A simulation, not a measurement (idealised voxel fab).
Process module under the name voxel ribs on slabs
In the cross-section labelled cut, the width is 255 nm and each square cell is 5 nm.
In what follows, cross-sections appear as grids of square cells, described through bands that run from the top down, where every band is one or more rows of cells.
Basically the band line says how high the top is and how high the bottom is, in nm, and then what's in it from left to right, every material with its width in nm. Empty space shows up as "empty", and if a single material carries "edge to edge" it runs the full band edge to edge.
For the purposes of this specification, 0 denotes the height below which the wafer in its as-received condition is composed wholly of one material, and the lowermost band, lacking a lower limit, extends downward without end, as expressed in "0..down".
Top row gets the first number, bottom row gets the second, and each row in between changes by the same step: that is how a band width like "30->40" works.
"no modification" after a step means that no cell of the cross-section changed.
Under "Sealed internal voids" you'll find the enclosed gaps, the ones with no way out to the top, that are 8 cells or bigger; each reads width x height at distance, with distance counted from the left edge, everything in nm.
Text after the settings on a step's line: the simulator's own remark on that step.
For masked steps, "overlay nm" on the step line gives how far right of plan the mask actually lay; a minus sign means it lay to the left.

**The planned process steps are enumerated hereunder**
- 1: RECEIVE,material Si
- 2: DIRECTIONAL_DEP,material SiO2,thk nm 30
- 3: DIRECTIONAL_DEP,material polySi,thk nm 25
- 4: MASKED_ETCH,tone cover,mask id RIB,width nm 15,etch materials polySi,depth nm 5,overlay nm 0
- 5: MASKED_ETCH,tone cover,mask id SLAB,width nm 75,etch materials polySi,depth nm 20,overlay nm 0
- 6: FILL_DEP,material SiO2,thk nm 20
- 7: CMP,height nm 65
- 8: DIRECTIONAL_DEP,material TiN,thk nm 5
- 9: DIRECTIONAL_DEP,material aC,thk nm 15
- 10: PATTERN,tone cover,mask id HEATER,material resist,width nm 25,thk nm 30,overlay nm 0
- 11: DIRECTIONAL_ETCH,etch materials aC,depth nm 15
- 12: STRIP,etch materials resist
- 13: DIRECTIONAL_ETCH,etch materials TiN,depth nm 5
- 14: STRIP,etch materials aC
- 15: CONFORMAL_DEP,material SiO2,thk nm 10

**The cross-section here shows the wafer as received, i.e. in its state after step 1**
* 0..down = Si edge to edge
* Sealed internal voids: none

**Sectioned view, first of two wafers, at the close of the module, processed as intended in the plan**
* 80..75 = 105 empty  45 SiO2  105 empty
* 75..70 = SiO2 edge to edge
* 70..65 = 115 SiO2  25 TiN  115 SiO2
* 65..55 = SiO2 edge to edge
* 55..50 = 120 SiO2  15 polySi  120 SiO2
* 50..30 = 90 SiO2  75 polySi  90 SiO2
* 30..0 = SiO2 edge to edge
* 0..down = Si edge to edge
* Sealed internal voids: none

**Second wafer cross-section at end of module - shared start and plan with the first, one mistake in the run**
* 80..75 = 105 empty  45 SiO2  105 empty
* 75..70 = SiO2 edge to edge
* 70..65 = 115 SiO2  25 TiN  115 SiO2
* 65..60 = 90 SiO2  75 polySi  90 SiO2
* 60..0 = SiO2 edge to edge
* 0..down = Si edge to edge
* Sealed internal voids: none
Where did the run depart from the plan? the plan's step 2 ran twice
Wafer comparison, final, in cells, second relative to first, materials more or fewer: SiO2: 48 more; polySi: 48 fewer
